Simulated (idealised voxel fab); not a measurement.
A process module follows: voxel self aligned vias.
Cross-section cut: width 225 nm, square cells of 5 nm.
Throughout this document, each cross-section is represented as a grid of square cells and is presented as a sequence of bands enumerated from the top downward, where a band comprises one or more rows of cells.
In this notation a band is specified by the heights of its top and bottom, in that order and in nm, after which its materials appear from left to right, each paired with its width in nm. The word "edge to edge" attached to a single material means that material fills the band from edge to edge; the word "blank" stands for empty space.
Beneath 0, the wafer as received is one material, and that level is where height counting begins. The lowest band goes on downward without a bottom; it is written like "0 down".
The width entry "30..40" should be interpreted row by row: the top row of cells in the band takes the first number, the bottom row takes the second number, and the change between adjacent rows is uniform throughout.
"remained unchanged", as given for a step, is the statement that not any cell of the cross-section underwent a change during that step.
"Closed internal cavities" enumerates empty spaces isolated from the top, with no open way to it, that contain at least 8 cells, giving each as width x height at distance from the left edge, all three in nm.
Heads up: the bit after the settings on a step's line is the simulator's remark on that step.
"overlay nm", when on a step's line for a step with a mask, measures how far to the right of its planned place the mask lay; a negative measure means to the left.

# Planned step list for the process
1 RECEIVE,material Si
2 CONFORMAL_DEP,material SiO2,thk nm 15
3 CONFORMAL_DEP,material SiCN,thk nm 5
4 DIRECTIONAL_DEP,material SiO2,thk nm 20
5 DIRECTIONAL_DEP,material aC,thk nm 10
6 PATTERN,tone open,mask id LINES,material resist,width nm 20,pitch nm 45,thk nm 30,overlay nm 0
7 DIRECTIONAL_ETCH,etch materials aC,depth nm 10
8 STRIP,etch materials resist
9 DIRECTIONAL_ETCH,etch materials SiO2,depth nm 20
10 STRIP,etch materials aC
11 CONFORMAL_DEP,material TiN,thk nm 5
12 FILL_DEP,material Ru,thk nm 5
13 CMP,height nm 40
14 SELECTIVE_ETCH,etch materials W Ru TiN,depth nm 10
15 FILL_DEP,material SiN,thk nm 10
16 CMP,height nm 40
17 DIRECTIONAL_DEP,material SiO2,thk nm 20
18 MASKED_ETCH,tone open,mask id VIAS,width nm 30,pitch nm 90,etch materials SiO2,depth nm 20,overlay nm 0
19 MASKED_ETCH,tone open,mask id VIAS,width nm 30,pitch nm 90,etch materials SiN,depth nm 10,overlay nm 0
20 CONFORMAL_DEP,material TiN,thk nm 5
21 FILL_DEP,material W,thk nm 10
22 CMP,height nm 60
23 CONFORMAL_DEP,material SiCN,thk nm 5

# Step 1 complete: cross-section of the wafer as received
- 0 down | Si edge to edge
- Closed internal cavities: none

# First wafer of two, sectioned at end of module; run went per plan
- 65 to 60 | SiCN edge to edge
- 60 to 45 | SiO2 50  TiN 5  W 20  TiN 5  SiO2 60  TiN 5  W 20  TiN 5  SiO2 55
- 45 to 40 | SiO2 50  TiN 10  W 10  TiN 10  SiO2 60  TiN 10  W 10  TiN 10  SiO2 55
- 40 to 35 | SiO2 55  TiN 5  W 10  TiN 5  SiO2 25  SiN 20  SiO2 25  TiN 5  W 10  TiN 5  SiO2 60
- 35 to 30 | SiO2 55  TiN 20  SiO2 25  SiN 20  SiO2 25  TiN 20  SiO2 60
- 30 to 25 | SiO2 55  TiN 5  Ru 10  TiN 5  SiO2 25  TiN 5  Ru 10  TiN 5  SiO2 25  TiN 5  Ru 10  TiN 5  SiO2 60
- 25 to 20 | SiO2 55  TiN 20  SiO2 25  TiN 20  SiO2 25  TiN 20  SiO2 60
- 20 to 15 | SiCN edge to edge
- 15 to 0 | SiO2 edge to edge
- 0 down | Si edge to edge
- Closed internal cavities: none

# Cross-section, second wafer: same start as the first, same plan as the first, one mistake in running it; taken at the end of the module
- 65 to 60 | SiCN edge to edge
- 60 to 45 | SiO2 50  TiN 5  W 20  TiN 5  SiO2 60  TiN 5  W 20  TiN 5  SiO2 55
- 45 to 40 | SiO2 50  TiN 10  W 15  TiN 5  SiO2 60  TiN 10  W 15  TiN 5  SiO2 55
- 40 to 35 | SiO2 55  TiN 5  W 15  TiN 5  SiO2 20  SiN 25  SiO2 20  TiN 5  W 15  TiN 5  SiO2 55
- 35 to 30 | SiO2 55  TiN 25  SiO2 20  SiN 25  SiO2 20  TiN 25  SiO2 55
- 30 to 25 | SiO2 55  TiN 5  Ru 15  TiN 5  SiO2 20  TiN 5  Ru 15  TiN 5  SiO2 20  TiN 5  Ru 15  TiN 5  SiO2 55
- 25 to 20 | SiO2 55  TiN 25  SiO2 20  TiN 25  SiO2 20  TiN 25  SiO2 55
- 20 to 15 | SiCN edge to edge
- 15 to 0 | SiO2 edge to edge
- 0 down | Si edge to edge
- Closed internal cavities: none
The mistake made against the process plan was this: heads up, step 6 didn't go per plan, it actually ran as PATTERN,tone open,mask id LINES,material resist,width nm 25,pitch nm 45,thk nm 30,overlay nm 0
Wrapping up, a cell-based count of both wafers puts the second over or under the first for these materials: 3 more of Ru | 2 more of SiN | 12 fewer of SiO2 | 3 more of TiN | 4 more of W
